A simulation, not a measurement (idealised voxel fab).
You're looking at the process module voxel wiring stack.
Section cut is 270 nm wide and gridded with 5 nm square cells.
Think of the cross-section as a grid of square cells. We describe it in bands, top to bottom, and each band covers one or more rows of those cells. Top height, bottom height, nm. Materials left to right, width each, nm. Single material + "full width" = fills band edge to edge. "air" = empty. Heights are expressed relative to 0, this being the level below which the as-received wafer comprises one material exclusively. The lowest band is unbounded in the downward direction and is denoted as in "0 down". Quick explanation for "30..40": the width changes in equal steps down the rows of cells, from the first number in the band's top row to the second number in its bottom row. "no modifications" (step): cross-section cells unchanged, all of them. Under "Completely enclosed voids" you'll find the enclosed gaps, the ones with no way out to the top, that are 8 cells or bigger; each reads width x height at distance, with distance counted from the left edge, everything in nm. If you see something after the settings on a step's line, that's the simulator's own remark about that step. Steps that use a mask can have "overlay nm" on their line. It says how far the mask sat to the right of where it was meant to be. Negative means to the left.

**List of planned process steps**
step 1: RECEIVE [material Si]
step 2: CONFORMAL_DEP [material SiO2] [thk nm 10]
step 3: DIRECTIONAL_DEP [material TiN] [thk nm 5]
step 4: DIRECTIONAL_DEP [material W] [thk nm 20]
step 5: MASKED_ETCH [tone cover] [mask id METAL_1] [width nm 25] [pitch nm 55] [etch materials W] [depth nm 20] [overlay nm 0]
step 6: MASKED_ETCH [tone cover] [mask id METAL_1] [width nm 25] [pitch nm 55] [etch materials TiN] [depth nm 5] [overlay nm 0]
step 7: CONFORMAL_DEP [material SiCN] [thk nm 5]
step 8: FILL_DEP [material SiO2] [thk nm 5]
step 9: CMP [height nm 35]
step 10: CONFORMAL_DEP [material SiCN] [thk nm 5]
step 11: DIRECTIONAL_DEP [material lowk] [thk nm 15]
step 12: DIRECTIONAL_DEP [material aC] [thk nm 15]
step 13: PATTERN [tone open] [mask id PLUG_1] [material resist] [width nm 15] [pitch nm 55] [thk nm 30] [overlay nm 0]
step 14: DIRECTIONAL_ETCH [etch materials aC] [depth nm 15]
step 15: STRIP [etch materials resist]
step 16: DIRECTIONAL_ETCH [etch materials lowk] [depth nm 15]
step 17: DIRECTIONAL_ETCH [etch materials SiCN] [depth nm 5]
step 18: STRIP [etch materials aC]
step 19: CONFORMAL_DEP [material TiN] [thk nm 5]
step 20: FILL_DEP [material Cu] [thk nm 10]
step 21: CMP [height nm 55]
step 22: DIRECTIONAL_DEP [material TiN] [thk nm 5]
step 23: DIRECTIONAL_DEP [material Ru] [thk nm 20]
step 24: DIRECTIONAL_DEP [material aC] [thk nm 15]
step 25: PATTERN [tone cover] [mask id METAL_2] [material resist] [width nm 25] [pitch nm 55] [thk nm 35] [overlay nm 0]
step 26: DIRECTIONAL_ETCH [etch materials aC] [depth nm 15]
step 27: STRIP [etch materials resist]
step 28: DIRECTIONAL_ETCH [etch materials Ru] [depth nm 20]
step 29: DIRECTIONAL_ETCH [etch materials TiN] [depth nm 5]
step 30: STRIP [etch materials aC]
step 31: FILL_DEP [material SiO2] [thk nm 5]
step 32: CMP [height nm 80]
step 33: CONFORMAL_DEP [material SiCN] [thk nm 5]
step 34: DIRECTIONAL_DEP [material lowk] [thk nm 30]
step 35: PATTERN [tone open] [mask id METAL_3] [material resist] [width nm 25] [pitch nm 55] [thk nm 20] [overlay nm 0]
step 36: DIRECTIONAL_ETCH [etch materials lowk] [depth nm 15]
step 37: STRIP [etch materials resist]
step 38: DIRECTIONAL_DEP [material aC] [thk nm 15]
step 39: PATTERN [tone open] [mask id METAL_3_HOLES] [material resist] [width nm 15] [thk nm 35] [overlay nm 0]
step 40: DIRECTIONAL_ETCH [etch materials aC] [depth nm 15]
step 41: STRIP [etch materials resist]
step 42: DIRECTIONAL_ETCH [etch materials lowk] [depth nm 15]
step 43: DIRECTIONAL_ETCH [etch materials SiCN] [depth nm 5]
step 44: STRIP [etch materials aC]
step 45: CONFORMAL_DEP [material TiN] [thk nm 5]
step 46: FILL_DEP [material Cu] [thk nm 10]
step 47: CMP [height nm 115]
step 48: CONFORMAL_DEP [material SiN] [thk nm 5]

**as received, after step 1**
    0 down = Si full width
    Completely enclosed voids: none

**Run as planned - first of the two wafers cross-sectioned at the end of the module**
    120 to 115 = SiN full width
    115 to 105 = 95 lowk / 5 TiN / 15 Cu / 5 TiN / 30 lowk / 5 TiN / 15 Cu / 5 TiN / 95 lowk
    105 to 100 = 95 lowk / 5 TiN / 5 Cu / 15 TiN / 30 lowk / 25 TiN / 95 lowk
    100 to 85 = 95 lowk / 5 TiN / 5 Cu / 5 TiN / 160 lowk
    85 to 80 = 95 SiCN / 15 TiN / 160 SiCN
    80 to 60 = 95 SiO2 / 25 Ru / 30 SiO2 / 25 Ru / 95 SiO2
    60 to 55 = 95 SiO2 / 25 TiN / 30 SiO2 / 25 TiN / 95 SiO2
    55 to 40 = 95 lowk / 5 TiN / 5 Cu / 5 TiN / 40 lowk / 5 TiN / 5 Cu / 5 TiN / 105 lowk
    40 to 35 = 95 SiCN / 15 TiN / 40 SiCN / 15 TiN / 105 SiCN
    35 to 15 = 90 SiO2 / 5 SiCN / 25 W / 5 SiCN / 20 SiO2 / 5 SiCN / 25 W / 5 SiCN / 90 SiO2
    15 to 10 = 95 SiCN / 25 TiN / 30 SiCN / 25 TiN / 95 SiCN
    10 to 0 = SiO2 full width
    0 down = Si full width
    Completely enclosed voids: none

**Cross-sectional view of the second of two wafers upon completion of the module. This wafer shared its starting condition and process plan with the first; one error was made during its execution**
    120 to 115 = SiN full width
    115 to 105 = 95 lowk / 5 TiN / 15 Cu / 5 TiN / 30 lowk / 5 TiN / 15 Cu / 5 TiN / 95 lowk
    105 to 100 = 95 lowk / 5 TiN / 5 Cu / 15 TiN / 30 lowk / 25 TiN / 95 lowk
    100 to 85 = 95 lowk / 5 TiN / 5 Cu / 5 TiN / 160 lowk
    85 to 80 = 95 SiCN / 15 TiN / 160 SiCN
    80 to 60 = 95 SiO2 / 25 Ru / 30 SiO2 / 25 Ru / 95 SiO2
    60 to 55 = 95 SiO2 / 25 TiN / 30 SiO2 / 25 TiN / 95 SiO2
    55 to 40 = 95 lowk / 5 TiN / 5 Cu / 5 TiN / 40 lowk / 5 TiN / 5 Cu / 5 TiN / 105 lowk
    40 to 30 = 95 SiCN / 15..25 TiN / 40..30 SiCN / 15..25 TiN / 105..95 SiCN
    30 to 10 = W full width
    10 to 0 = SiO2 full width
    0 down = Si full width
    Completely enclosed voids: none
Deviation from plan: plan vs actual: 3 and 4 interchanged
At the finish, the second wafer shows more or fewer cells for some materials than the first does: -16 SiCN; -160 SiO2; +176 W
